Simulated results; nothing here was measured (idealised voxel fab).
The document below concerns the process module designated voxel wiring stack.
FYI the section here is cut, 180 nm wide, cells are 5 nm squares.
We lay out every cross-section as a grid of square cells and spell it out in bands from the top down, where one band means one or more rows of cells.
This entry defines a band. It first specifies the height of the band's top and the height of its bottom in nm, and then specifies the band's materials from left to right, stating each material with its width in nm. The word "everywhere" identifies a single material that fills the band from edge to edge, while the word "air" identifies empty space.
The level at which height equals 0 is the one under which the wafer, as it arrives, is entirely one material. No lower edge exists for the bottom band, which continues downward and is notated as in "0 nm and below".
It should be noted that a width expressed as "30..40" varies in equal increments from row to row of cells within the band, taking the value of the first number at the top row and that of the second number at the bottom row.
The cross-section has no changed cell in any step marked "no modifications".
"Sealed void listing": sealed empty spaces, 8 cells or more, no open way to top, listed width x height at distance, with distance from the left edge and width, height and distance in nm.
Where a step's line continues beyond its settings, the continuation is a remark by the simulator itself on that step.
The "overlay nm" setting may appear on a step's line; for a step that uses a mask, it gives how far to the right of its planned position the mask lay, and a negative value indicates the left.
Process steps foreseen in the plan:
1,RECEIVE with material Si
2,CONFORMAL_DEP with material SiO2, thk nm 10
3,DIRECTIONAL_DEP with material TiN, thk nm 5
4,DIRECTIONAL_DEP with material Ru, thk nm 20
5,PATTERN with tone cover, mask id METAL_1, material resist, width nm 30, pitch nm 45, thk nm 15, overlay nm 0
6,DIRECTIONAL_ETCH with etch materials Ru, depth nm 20
7,DIRECTIONAL_ETCH with etch materials TiN, depth nm 5
8,STRIP with etch materials resist
9,FILL_DEP with material lowk, thk nm 5
10,CMP with height nm 35
11,CONFORMAL_DEP with material SiCN, thk nm 5
12,DIRECTIONAL_DEP with material lowk, thk nm 15
13,MASKED_ETCH with tone open, mask id PLUG_1, width nm 15, pitch nm 45, etch materials lowk, depth nm 15, overlay nm 0
14,MASKED_ETCH with tone open, mask id PLUG_1, width nm 15, pitch nm 45, etch materials SiCN, depth nm 5, overlay nm 0
15,CONFORMAL_DEP with material TiN, thk nm 5
16,FILL_DEP with material Cu, thk nm 5
17,CMP with height nm 55
18,DIRECTIONAL_DEP with material TiN, thk nm 5
19,DIRECTIONAL_DEP with material W, thk nm 25
20,DIRECTIONAL_DEP with material aC, thk nm 15
21,PATTERN with tone cover, mask id METAL_2, material resist, width nm 30, pitch nm 45, thk nm 35, overlay nm 0
22,DIRECTIONAL_ETCH with etch materials aC, depth nm 15
23,STRIP with etch materials resist
24,DIRECTIONAL_ETCH with etch materials W, depth nm 25
25,DIRECTIONAL_ETCH with etch materials TiN, depth nm 5
26,STRIP with etch materials aC
27,CONFORMAL_DEP with material SiN, thk nm 5
28,FILL_DEP with material lowk, thk nm 10
29,CMP with height nm 85
30,CONFORMAL_DEP with material SiCN, thk nm 5
31,DIRECTIONAL_DEP with material lowk, thk nm 10
32,MASKED_ETCH with tone open, mask id PLUG_2, width nm 15, etch materials lowk, depth nm 10, overlay nm 0
33,MASKED_ETCH with tone open, mask id PLUG_2, width nm 15, etch materials SiCN, depth nm 5, overlay nm 0
34,EPI with material Ru, thk nm 10
35,EPI with material Ru, thk nm 5
36,DIRECTIONAL_DEP with material TiN, thk nm 5
37,DIRECTIONAL_DEP with material W, thk nm 25
38,MASKED_ETCH with tone cover, mask id METAL_3, width nm 30, pitch nm 45, etch materials W, depth nm 25, overlay nm 0
39,MASKED_ETCH with tone cover, mask id METAL_3, width nm 30, pitch nm 45, etch materials TiN, depth nm 5, overlay nm 0
40,FILL_DEP with material lowk, thk nm 5
41,CMP with height nm 130
42,CONFORMAL_DEP with material SiN, thk nm 5
Cross-section of the wafer upon arrival, representing the state reached after step 1:
* 0 nm and below = Si everywhere
* Sealed void listing: none
Cross-section taken at module completion on the first of two wafers; processed per the plan:
* 135 nm to 130 nm = SiN everywhere
* 130 nm to 105 nm = lowk 50 nm | W 30 nm | lowk 15 nm | W 30 nm | lowk 55 nm
* 105 nm to 100 nm = lowk 50 nm | TiN 30 nm | lowk 15 nm | TiN 30 nm | lowk 55 nm
* 100 nm to 90 nm = lowk 50 nm | Ru 15 nm | lowk 115 nm
* 90 nm to 85 nm = SiCN 50 nm | Ru 15 nm | SiCN 115 nm
* 85 nm to 60 nm = lowk 45 nm | SiN 5 nm | W 30 nm | SiN 5 nm | lowk 5 nm | SiN 5 nm | W 30 nm | SiN 5 nm | lowk 50 nm
* 60 nm to 55 nm = SiN 50 nm | TiN 30 nm | SiN 15 nm | TiN 30 nm | SiN 55 nm
* 55 nm to 40 nm = lowk 50 nm | TiN 5 nm | Cu 5 nm | TiN 5 nm | lowk 30 nm | TiN 5 nm | Cu 5 nm | TiN 5 nm | lowk 70 nm
* 40 nm to 35 nm = SiCN 50 nm | TiN 15 nm | SiCN 30 nm | TiN 15 nm | SiCN 70 nm
* 35 nm to 15 nm = lowk 50 nm | Ru 30 nm | lowk 15 nm | Ru 30 nm | lowk 55 nm
* 15 nm to 10 nm = lowk 50 nm | TiN 30 nm | lowk 15 nm | TiN 30 nm | lowk 55 nm
* 10 nm to 0 nm = SiO2 everywhere
* 0 nm and below = Si everywhere
* Sealed void listing: none
Cross-section of the latter of the two wafers at module completion. It had an identical start and an identical plan to the former; in running it, one mistake was made:
* 135 nm to 130 nm = SiN everywhere
* 130 nm to 105 nm = lowk 50 nm | W 30 nm | lowk 15 nm | W 30 nm | lowk 55 nm
* 105 nm to 100 nm = lowk 50 nm | TiN 30 nm | lowk 15 nm | TiN 30 nm | lowk 55 nm
* 100 nm to 90 nm = lowk 50 nm | Ru 15 nm | lowk 115 nm
* 90 nm to 85 nm = SiCN 50 nm | Ru 15 nm | SiCN 115 nm
* 85 nm to 60 nm = Cu 45 nm | SiN 5 nm | W 30 nm | SiN 5 nm | Cu 5 nm | SiN 5 nm | W 30 nm | SiN 5 nm | Cu 50 nm
* 60 nm to 55 nm = SiN 50 nm | TiN 30 nm | SiN 15 nm | TiN 30 nm | SiN 55 nm
* 55 nm to 40 nm = lowk 50 nm | TiN 5 nm | Cu 5 nm | TiN 5 nm | lowk 30 nm | TiN 5 nm | Cu 5 nm | TiN 5 nm | lowk 70 nm
* 40 nm to 35 nm = SiCN 50 nm | TiN 15 nm | SiCN 30 nm | TiN 15 nm | SiCN 70 nm
* 35 nm to 15 nm = lowk 50 nm | Ru 30 nm | lowk 15 nm | Ru 30 nm | lowk 55 nm
* 15 nm to 10 nm = lowk 50 nm | TiN 30 nm | lowk 15 nm | TiN 30 nm | lowk 55 nm
* 10 nm to 0 nm = SiO2 everywhere
* 0 nm and below = Si everywhere
* Sealed void listing: none
Heads up, the wafer didn't run the way we planned it: step 28 ran differently from the plan; actual operation with settings: FILL_DEP with material Cu, thk nm 10
Once processing is complete, comparing cell counts shows that the second wafer has more or fewer of certain materials than the first: Cu: 100 more; lowk: 100 fewer
